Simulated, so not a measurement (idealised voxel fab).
process module | voxel air gaps
cross-section cut | 165 nm wide | cells 5 nm
A cross-section is a grid of square cells, given in bands from the top down. A band is one or more rows of cells.
Each band's line starts with the height of the band's top and of its bottom, in nm. Then come its materials from left to right, each with its width in nm. One material with "throughout" fills the band from edge to edge. "air" is empty space.
Height 0 is the level under which the wafer as received is all one material. The lowest band goes on downwards, as in "0 down".
A width such as "30 to 40" changes by the same amount from each row of cells to the next, from the band's top row to its bottom row.
"no change" after a step means that no cell of the cross-section changed.
closed voids: empty space of 8 cells or more with no open way to the top, each as width x height at its distance from the left edge, in nm
after a step's settings: what the simulator itself notes on the step
overlay nm, on a step with a mask: how far to the right of its planned place the mask lay; to the left if negative
plan
1 op RECEIVE | material Si
2 op CONFORMAL_DEP | material SiO2 | thk nm 15
3 op CONFORMAL_DEP | material SiCN | thk nm 5
4 op DIRECTIONAL_DEP | material lowk | thk nm 30
5 op DIRECTIONAL_DEP | material aC | thk nm 10
6 op PATTERN | tone open | mask id LINES | material resist | width nm 20 | pitch nm 45 | thk nm 25 | overlay nm 0
7 op DIRECTIONAL_ETCH | etch materials aC | depth nm 10
8 op STRIP | etch materials resist
9 op DIRECTIONAL_ETCH | etch materials lowk | depth nm 30
10 op STRIP | etch materials aC
11 op CONFORMAL_DEP | material TiN | thk nm 5
12 op FILL_DEP | material Ru | thk nm 5
13 op CMP | height nm 50
14 op EPI | material Ru | thk nm 10
15 op SELECTIVE_ETCH | etch materials lowk | depth nm 40
16 op CONFORMAL_DEP | material SiCN | thk nm 5
first wafer, as planned
as received, after step 1
  0 down: Si throughout
  closed voids: none
after step 2
  15 to 0: SiO2 throughout
  below 0: unchanged
after step 3
  20 to 15: SiCN throughout
  below 15: unchanged
after step 4
  50 to 20: lowk throughout
  below 20: unchanged
after step 5
  60 to 50: aC throughout
  below 50: unchanged
after step 6
  85 to 60: resist 25 | air 20 | resist 25 | air 20 | resist 25 | air 20 | resist 30
  below 60: unchanged
after step 7
  75 to 60: resist 25 | air 20 | resist 25 | air 20 | resist 25 | air 20 | resist 30
  60 to 50: aC 25 | air 20 | aC 25 | air 20 | aC 25 | air 20 | aC 30
  below 50: unchanged
after step 8
  60 to 50: aC 25 | air 20 | aC 25 | air 20 | aC 25 | air 20 | aC 30
  below 50: unchanged
after step 9
  60 to 50: aC 25 | air 20 | aC 25 | air 20 | aC 25 | air 20 | aC 30
  50 to 20: lowk 25 | air 20 | lowk 25 | air 20 | lowk 25 | air 20 | lowk 30
  below 20: unchanged
after step 10
  50 to 20: lowk 25 | air 20 | lowk 25 | air 20 | lowk 25 | air 20 | lowk 30
  below 20: unchanged
after step 11
  55 to 50: TiN 30 | air 10 | TiN 35 | air 10 | TiN 35 | air 10 | TiN 35
  50 to 25: lowk 25 | TiN 5 | air 10 | TiN 5 | lowk 25 | TiN 5 | air 10 | TiN 5 | lowk 25 | TiN 5 | air 10 | TiN 5 | lowk 30
  25 to 20: lowk 25 | TiN 20 | lowk 25 | TiN 20 | lowk 25 | TiN 20 | lowk 30
  below 20: unchanged
after step 12
  60 to 55: Ru throughout
  55 to 50: TiN 30 | Ru 10 | TiN 35 | Ru 10 | TiN 35 | Ru 10 | TiN 35
  50 to 25: lowk 25 | TiN 5 | Ru 10 | TiN 5 | lowk 25 | TiN 5 | Ru 10 | TiN 5 | lowk 25 | TiN 5 | Ru 10 | TiN 5 | lowk 30
  below 25: unchanged
after step 13
  50 to 25: lowk 25 | TiN 5 | Ru 10 | TiN 5 | lowk 25 | TiN 5 | Ru 10 | TiN 5 | lowk 25 | TiN 5 | Ru 10 | TiN 5 | lowk 30
  below 25: unchanged
after step 14
  60 to 50: air 15 | Ru 40 | air 5 | Ru 40 | air 5 | Ru 40 | air 20
  below 50: unchanged
after step 15
  60 to 50: air 15 | Ru 40 | air 5 | Ru 40 | air 5 | Ru 40 | air 20
  50 to 25: air 25 | TiN 5 | Ru 10 | TiN 5 | air 25 | TiN 5 | Ru 10 | TiN 5 | air 25 | TiN 5 | Ru 10 | TiN 5 | air 30
  25 to 20: air 25 | TiN 20 | air 25 | TiN 20 | air 25 | TiN 20 | air 30
  below 20: unchanged
after step 16
  65 to 60: air 10 | SiCN 140 | air 15
  60 to 50: air 10 | SiCN 5 | Ru 40 | SiCN 5 | Ru 40 | SiCN 5 | Ru 40 | SiCN 5 | air 15
  50 to 45: air 10 | SiCN 15 | TiN 5 | Ru 10 | TiN 5 | SiCN 25 | TiN 5 | Ru 10 | TiN 5 | SiCN 25 | TiN 5 | Ru 10 | TiN 5 | SiCN 15 | air 15
  45 to 25: air 20 | SiCN 5 | TiN 5 | Ru 10 | TiN 5 | SiCN 5 | air 15 | SiCN 5 | TiN 5 | Ru 10 | TiN 5 | SiCN 5 | air 15 | SiCN 5 | TiN 5 | Ru 10 | TiN 5 | SiCN 5 | air 25
  25 to 20: SiCN 25 | TiN 20 | SiCN 25 | TiN 20 | SiCN 25 | TiN 20 | SiCN 30
  below 20: unchanged
  closed voids: 15 x 20 at 50; 15 x 20 at 95
second wafer: like start, like plan, one mistake. Through step 13 it matches the first wafer
when step 14 should have ended
  70 to 50: air 5 | Ru 150 | air 10
  below 50: unchanged
when step 15 should have ended
  70 to 50: air 5 | Ru 150 | air 10
  50 to 25: air 25 | TiN 5 | Ru 10 | TiN 5 | lowk 25 | TiN 5 | Ru 10 | TiN 5 | lowk 25 | TiN 5 | Ru 10 | TiN 5 | air 30
  25 to 20: air 25 | TiN 20 | lowk 25 | TiN 20 | lowk 25 | TiN 20 | air 30
  below 20: unchanged
when step 16 should have ended
  75 to 70: SiCN 160 | air 5
  70 to 50: SiCN 5 | Ru 150 | SiCN 5 | air 5
  50 to 45: SiCN 25 | TiN 5 | Ru 10 | TiN 5 | lowk 25 | TiN 5 | Ru 10 | TiN 5 | lowk 25 | TiN 5 | Ru 10 | TiN 5 | SiCN 25 | air 5
  45 to 25: air 20 | SiCN 5 | TiN 5 | Ru 10 | TiN 5 | lowk 25 | TiN 5 | Ru 10 | TiN 5 | lowk 25 | TiN 5 | Ru 10 | TiN 5 | SiCN 5 | air 25
  25 to 20: SiCN 25 | TiN 20 | lowk 25 | TiN 20 | lowk 25 | TiN 20 | SiCN 30
  below 20: unchanged
  closed voids: 20 x 20 at 0
what went wrong: step 14 was run twice
at the end the second wafer has, in cells: 72 more of Ru | 28 fewer of SiCN | 60 more of lowk
closed voids at the end (first wafer, second wafer): 2, 1
